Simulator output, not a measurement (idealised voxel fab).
process module | voxel tone inversion
cross-section cut | 220 nm wide | cells 5 nm
A cross-section is a grid of square cells, given in bands from the top down. A band is one or more rows of cells.
Each band's line starts with the height of the band's top and of its bottom, in nm. Then come its materials from left to right, each with its width in nm. One material with "throughout" fills the band from edge to edge. "air" is empty space.
Height 0 is the level under which the wafer as received is all one material. The lowest band goes on downwards, as in "0 down".
A width such as "30 to 40" changes by the same amount from each row of cells to the next, from the band's top row to its bottom row.
"no change" after a step means that no cell of the cross-section changed.
closed voids: empty space of 8 cells or more with no open way to the top, each as width x height at its distance from the left edge, in nm
after a step's settings: what the simulator itself notes on the step
overlay nm, on a step with a mask: how far to the right of its planned place the mask lay; to the left if negative
plan
1 op RECEIVE | material Si
2 op CONFORMAL_DEP | material SiN | thk nm 10
3 op DIRECTIONAL_DEP | material polySi | thk nm 25
4 op PATTERN | tone cover | mask id POSTS | material resist | width nm 20 | pitch nm 45 | thk nm 30 | overlay nm 0
5 op DIRECTIONAL_ETCH | etch materials polySi | depth nm 25
6 op STRIP | etch materials resist
7 op FILL_DEP | material lowk | thk nm 10
8 op CMP | height nm 35
9 op STRIP | etch materials polySi
10 op CONFORMAL_DEP | material TiN | thk nm 5
11 op FILL_DEP | material Cu | thk nm 5
12 op CMP | height nm 35
13 op CONFORMAL_DEP | material SiCN | thk nm 5
first wafer, as planned
as received, after step 1
  0 down: Si throughout
  closed voids: none
after step 2
  10 to 0: SiN throughout
  below 0: unchanged
after step 3
  35 to 10: polySi throughout
  below 10: unchanged
after step 4
  65 to 35: air 30 | resist 20 | air 25 | resist 20 | air 25 | resist 20 | air 25 | resist 20 | air 35
  below 35: unchanged
after step 5
  65 to 35: air 30 | resist 20 | air 25 | resist 20 | air 25 | resist 20 | air 25 | resist 20 | air 35
  35 to 10: air 30 | polySi 20 | air 25 | polySi 20 | air 25 | polySi 20 | air 25 | polySi 20 | air 35
  below 10: unchanged
after step 6
  35 to 10: air 30 | polySi 20 | air 25 | polySi 20 | air 25 | polySi 20 | air 25 | polySi 20 | air 35
  below 10: unchanged
after step 7
  45 to 35: lowk throughout
  35 to 10: lowk 30 | polySi 20 | lowk 25 | polySi 20 | lowk 25 | polySi 20 | lowk 25 | polySi 20 | lowk 35
  below 10: unchanged
after step 8
  35 to 10: lowk 30 | polySi 20 | lowk 25 | polySi 20 | lowk 25 | polySi 20 | lowk 25 | polySi 20 | lowk 35
  below 10: unchanged
after step 9
  35 to 10: lowk 30 | air 20 | lowk 25 | air 20 | lowk 25 | air 20 | lowk 25 | air 20 | lowk 35
  below 10: unchanged
after step 10
  40 to 35: TiN 35 | air 10 | TiN 35 | air 10 | TiN 35 | air 10 | TiN 35 | air 10 | TiN 40
  35 to 15: lowk 30 | TiN 5 | air 10 | TiN 5 | lowk 25 | TiN 5 | air 10 | TiN 5 | lowk 25 | TiN 5 | air 10 | TiN 5 | lowk 25 | TiN 5 | air 10 | TiN 5 | lowk 35
  15 to 10: lowk 30 | TiN 20 | lowk 25 | TiN 20 | lowk 25 | TiN 20 | lowk 25 | TiN 20 | lowk 35
  below 10: unchanged
after step 11
  45 to 40: Cu throughout
  40 to 35: TiN 35 | Cu 10 | TiN 35 | Cu 10 | TiN 35 | Cu 10 | TiN 35 | Cu 10 | TiN 40
  35 to 15: lowk 30 | TiN 5 | Cu 10 | TiN 5 | lowk 25 | TiN 5 | Cu 10 | TiN 5 | lowk 25 | TiN 5 | Cu 10 | TiN 5 | lowk 25 | TiN 5 | Cu 10 | TiN 5 | lowk 35
  below 15: unchanged
after step 12
  35 to 15: lowk 30 | TiN 5 | Cu 10 | TiN 5 | lowk 25 | TiN 5 | Cu 10 | TiN 5 | lowk 25 | TiN 5 | Cu 10 | TiN 5 | lowk 25 | TiN 5 | Cu 10 | TiN 5 | lowk 35
  below 15: unchanged
after step 13
  40 to 35: SiCN throughout
  below 35: unchanged
second wafer: like start, like plan, one mistake. Through step 1 it matches the first wafer
when step 2 should have ended
  10 to 0: Cu throughout
  below 0: unchanged
when step 3 should have ended
  35 to 10: polySi throughout
  below 10: unchanged
when step 4 should have ended
  65 to 35: air 30 | resist 20 | air 25 | resist 20 | air 25 | resist 20 | air 25 | resist 20 | air 35
  below 35: unchanged
when step 5 should have ended
  65 to 35: air 30 | resist 20 | air 25 | resist 20 | air 25 | resist 20 | air 25 | resist 20 | air 35
  35 to 10: air 30 | polySi 20 | air 25 | polySi 20 | air 25 | polySi 20 | air 25 | polySi 20 | air 35
  below 10: unchanged
when step 6 should have ended
  35 to 10: air 30 | polySi 20 | air 25 | polySi 20 | air 25 | polySi 20 | air 25 | polySi 20 | air 35
  below 10: unchanged
when step 7 should have ended
  45 to 35: lowk throughout
  35 to 10: lowk 30 | polySi 20 | lowk 25 | polySi 20 | lowk 25 | polySi 20 | lowk 25 | polySi 20 | lowk 35
  below 10: unchanged
when step 8 should have ended
  35 to 10: lowk 30 | polySi 20 | lowk 25 | polySi 20 | lowk 25 | polySi 20 | lowk 25 | polySi 20 | lowk 35
  below 10: unchanged
when step 9 should have ended
  35 to 10: lowk 30 | air 20 | lowk 25 | air 20 | lowk 25 | air 20 | lowk 25 | air 20 | lowk 35
  below 10: unchanged
when step 10 should have ended
  40 to 35: TiN 35 | air 10 | TiN 35 | air 10 | TiN 35 | air 10 | TiN 35 | air 10 | TiN 40
  35 to 15: lowk 30 | TiN 5 | air 10 | TiN 5 | lowk 25 | TiN 5 | air 10 | TiN 5 | lowk 25 | TiN 5 | air 10 | TiN 5 | lowk 25 | TiN 5 | air 10 | TiN 5 | lowk 35
  15 to 10: lowk 30 | TiN 20 | lowk 25 | TiN 20 | lowk 25 | TiN 20 | lowk 25 | TiN 20 | lowk 35
  below 10: unchanged
when step 11 should have ended
  45 to 40: Cu throughout
  40 to 35: TiN 35 | Cu 10 | TiN 35 | Cu 10 | TiN 35 | Cu 10 | TiN 35 | Cu 10 | TiN 40
  35 to 15: lowk 30 | TiN 5 | Cu 10 | TiN 5 | lowk 25 | TiN 5 | Cu 10 | TiN 5 | lowk 25 | TiN 5 | Cu 10 | TiN 5 | lowk 25 | TiN 5 | Cu 10 | TiN 5 | lowk 35
  below 15: unchanged
when step 12 should have ended
  35 to 15: lowk 30 | TiN 5 | Cu 10 | TiN 5 | lowk 25 | TiN 5 | Cu 10 | TiN 5 | lowk 25 | TiN 5 | Cu 10 | TiN 5 | lowk 25 | TiN 5 | Cu 10 | TiN 5 | lowk 35
  below 15: unchanged
when step 13 should have ended
  40 to 35: SiCN throughout
  below 35: unchanged
what went wrong: step 2 ran as: op CONFORMAL_DEP | material Cu | thk nm 10
at the end the second wafer has, in cells: 88 more of Cu | 88 fewer of SiN
